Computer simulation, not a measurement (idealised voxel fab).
process module | voxel capacitor over wiring
cross-section cut | 240 nm wide | cells 5 nm
A cross-section is a grid of square cells, given in bands from the top down. A band is one or more rows of cells.
Each band's line starts with the height of the band's top and of its bottom, in nm. Then come its materials from left to right, each with its width in nm. One material with "throughout" fills the band from edge to edge. "air" is empty space.
Height 0 is the level under which the wafer as received is all one material. The lowest band goes on downwards, as in "0 down".
A width such as "30 to 40" changes by the same amount from each row of cells to the next, from the band's top row to its bottom row.
"no change" after a step means that no cell of the cross-section changed.
closed voids: empty space of 8 cells or more with no open way to the top, each as width x height at its distance from the left edge, in nm
after a step's settings: what the simulator itself notes on the step
overlay nm, on a step with a mask: how far to the right of its planned place the mask lay; to the left if negative
plan
1 op RECEIVE | material Si
2 op CONFORMAL_DEP | material SiO2 | thk nm 10
3 op CONFORMAL_DEP | material SiCN | thk nm 5
4 op DIRECTIONAL_DEP | material SiO2 | thk nm 20
5 op DIRECTIONAL_DEP | material aC | thk nm 15
6 op PATTERN | tone open | mask id METAL_1 | material resist | width nm 30 | pitch nm 90 | thk nm 30 | overlay nm 0
7 op DIRECTIONAL_ETCH | etch materials aC | depth nm 15
8 op STRIP | etch materials resist
9 op DIRECTIONAL_ETCH | etch materials SiO2 | depth nm 20
10 op DIRECTIONAL_ETCH | etch materials SiCN | depth nm 5
11 op STRIP | etch materials aC
12 op CONFORMAL_DEP | material TiN | thk nm 5
13 op FILL_DEP | material Cu | thk nm 10
14 op CMP | height nm 35
15 op CONFORMAL_DEP | material SiCN | thk nm 5
16 op DIRECTIONAL_DEP | material lowk | thk nm 20
17 op DIRECTIONAL_DEP | material aC | thk nm 10
18 op PATTERN | tone open | mask id PLUG_1 | material resist | width nm 15 | thk nm 30 | overlay nm 0
19 op DIRECTIONAL_ETCH | etch materials aC | depth nm 10
20 op STRIP | etch materials resist
21 op DIRECTIONAL_ETCH | etch materials lowk | depth nm 20
22 op DIRECTIONAL_ETCH | etch materials SiCN | depth nm 5
23 op STRIP | etch materials aC
24 op EPI | material Ru | thk nm 10
25 op EPI | material Ru | thk nm 10
26 op EPI | material Ru | thk nm 5
27 op DIRECTIONAL_DEP | material TiN | thk nm 10
28 op DIRECTIONAL_DEP | material HfO2 | thk nm 5
29 op DIRECTIONAL_DEP | material TiN | thk nm 10
30 op PATTERN | tone cover | mask id UPPER_PLATE | material resist | width nm 65 | thk nm 20 | overlay nm 0
31 op DIRECTIONAL_ETCH | etch materials TiN | depth nm 10
32 op DIRECTIONAL_ETCH | etch materials HfO2 | depth nm 5
33 op STRIP | etch materials resist
34 op DIRECTIONAL_DEP | material aC | thk nm 10
35 op PATTERN | tone cover | mask id LOWER_PLATE | material resist | width nm 75 | thk nm 25 | overlay nm 0
36 op DIRECTIONAL_ETCH | etch materials aC | depth nm 10
37 op STRIP | etch materials resist
38 op DIRECTIONAL_ETCH | etch materials TiN | depth nm 10
39 op STRIP | etch materials aC
40 op FILL_DEP | material SiO2 | thk nm 20
41 op CMP | height nm 100
42 op DIRECTIONAL_DEP | material aC | thk nm 10
43 op PATTERN | tone open | mask id PLUG_2 | material resist | width nm 15 | thk nm 25 | overlay nm 0
44 op DIRECTIONAL_ETCH | etch materials aC | depth nm 10
45 op STRIP | etch materials resist
46 op DIRECTIONAL_ETCH | etch materials SiO2 | depth nm 15
47 op STRIP | etch materials aC
48 op CONFORMAL_DEP | material TiN | thk nm 5
49 op FILL_DEP | material Cu | thk nm 5
50 op CMP | height nm 100
51 op CONFORMAL_DEP | material SiCN | thk nm 5
varied across the wafers: thk nm of step 15. The plan shows the first wafer's value. All wafers start alike
first wafer as received, after step 1
  0 down: Si throughout
  closed voids: none
each wafer at the end: cells of each material gained (+) or lost (-) since it was received, then its closed voids
thk nm 5 | +34 Cu | +13 HfO2 | +15 Ru | +129 SiCN | +546 SiO2 | +91 TiN | +180 lowk | closed voids: none
thk nm 10 | +33 Cu | +13 HfO2 | +177 SiCN | +515 SiO2 | +90 TiN | +180 lowk | closed voids: none
thk nm 15 | +32 Cu | +13 HfO2 | +225 SiCN | +469 SiO2 | +89 TiN | +180 lowk | closed voids: none
thk nm 20 | +32 Cu | +13 HfO2 | +273 SiCN | +423 SiO2 | +87 TiN | +180 lowk | closed voids: none
